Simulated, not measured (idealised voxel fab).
The process module that follows is named voxel ribs on slabs.
Cross-sectional view cut (width: 295 nm; square cell size: 5 nm).
Reading order for cross-sections: top band down to bottom band. Underlying form: a grid of square cells. Band size: one or more rows of cells.
The band entry comprises the height of the band's top followed by the height of its bottom, expressed in nm, and subsequently the band's materials from left to right, each stated together with its width in nm. Where a single material is marked with the word "edge to edge", that material fills the band from edge to edge. The word "air" represents empty space.
For the purposes of this specification, 0 denotes the height below which the wafer in its as-received condition is composed wholly of one material, and the lowermost band, lacking a lower limit, extends downward without end, as expressed in "z 0 and below".
When a width is written as two numbers, as in "30..40", the first number is the width in the top row of cells of the band and the second is the width in its bottom row, and the width changes by the same amount from each row to the next.
You'll sometimes find "identical to before" written for a step, and that's the way of saying that nowhere in the cross-section did a cell change during that step.
If an empty space has no open way to the top and is at least 8 cells in size, "Completely enclosed voids" lists it, written width x height at distance, where distance is measured from the left edge and every value is in nm.
Where a step's line continues beyond its settings, the continuation is a remark by the simulator itself on that step.
overlay nm: step with mask; distance mask lay right of planned place; negative value = left of planned place.

PROCESS STEPS (PLANNED)
step 1: op RECEIVE | material Si
step 2: op DIRECTIONAL_DEP | material SiO2 | thk nm 25
step 3: op DIRECTIONAL_DEP | material SiN | thk nm 25
step 4: op PATTERN | tone cover | mask id RIB | material resist | width nm 15 | thk nm 15 | overlay nm 0
step 5: op DIRECTIONAL_ETCH | etch materials SiN | depth nm 5
step 6: op STRIP | etch materials resist
step 7: op MASKED_ETCH | tone cover | mask id SLAB | width nm 55 | etch materials SiN | depth nm 20 | overlay nm 0
step 8: op FILL_DEP | material SiO2 | thk nm 30
step 9: op CMP | height nm 70
step 10: op DIRECTIONAL_DEP | material TiN | thk nm 10
step 11: op MASKED_ETCH | tone cover | mask id HEATER | width nm 25 | etch materials TiN | depth nm 10 | overlay nm 0
step 12: op CONFORMAL_DEP | material SiO2 | thk nm 5

INCOMING WAFER, CROSS-SECTIONAL VIEW, POST STEP 1
  z 0 and below = Si edge to edge
  Completely enclosed voids: none

FIRST OF TWO WAFERS AT THE END OF THE MODULE, SHOWN IN CROSS-SECTION; RUN CARRIED OUT AS PLANNED
  z 85 to 80 = 130 of air; 35 of SiO2; 130 of air
  z 80 to 75 = 130 of air; 5 of SiO2; 25 of TiN; 5 of SiO2; 130 of air
  z 75 to 70 = 135 of SiO2; 25 of TiN; 135 of SiO2
  z 70 to 50 = SiO2 edge to edge
  z 50 to 45 = 140 of SiO2; 15 of SiN; 140 of SiO2
  z 45 to 25 = 120 of SiO2; 55 of SiN; 120 of SiO2
  z 25 to 0 = SiO2 edge to edge
  z 0 and below = Si edge to edge
  Completely enclosed voids: none

CROSS-SECTION AT END OF MODULE FOR THE SECOND WAFER OF TWO, WHICH MATCHED THE FIRST IN STARTING POINT AND PLAN AND DIFFERED BY ONE MISTAKE IN ITS PROCESSING
  z 85 to 80 = 130 of air; 35 of SiO2; 130 of air
  z 80 to 75 = 130 of air; 5 of SiO2; 25 of TiN; 5 of SiO2; 130 of air
  z 75 to 70 = 135 of SiO2; 25 of TiN; 135 of SiO2
  z 70 to 45 = SiO2 edge to edge
  z 45 to 30 = 120 of SiN; 55 of SiO2; 120 of SiN
  z 30 to 25 = 120 of SiN; 20 of SiO2; 15 of SiN; 20 of SiO2; 120 of SiN
  z 25 to 0 = SiO2 edge to edge
  z 0 and below = Si edge to edge
  Completely enclosed voids: none
Where did the run depart from the plan? step 7, actual vs plan mismatch, actual run op MASKED_ETCH | tone open | mask id SLAB | width nm 55 | etch materials SiN | depth nm 20 | overlay nm 0
Final comparison by cell count, materials where the second wafer has more or fewer than the first: +148 SiN, -148 SiO2
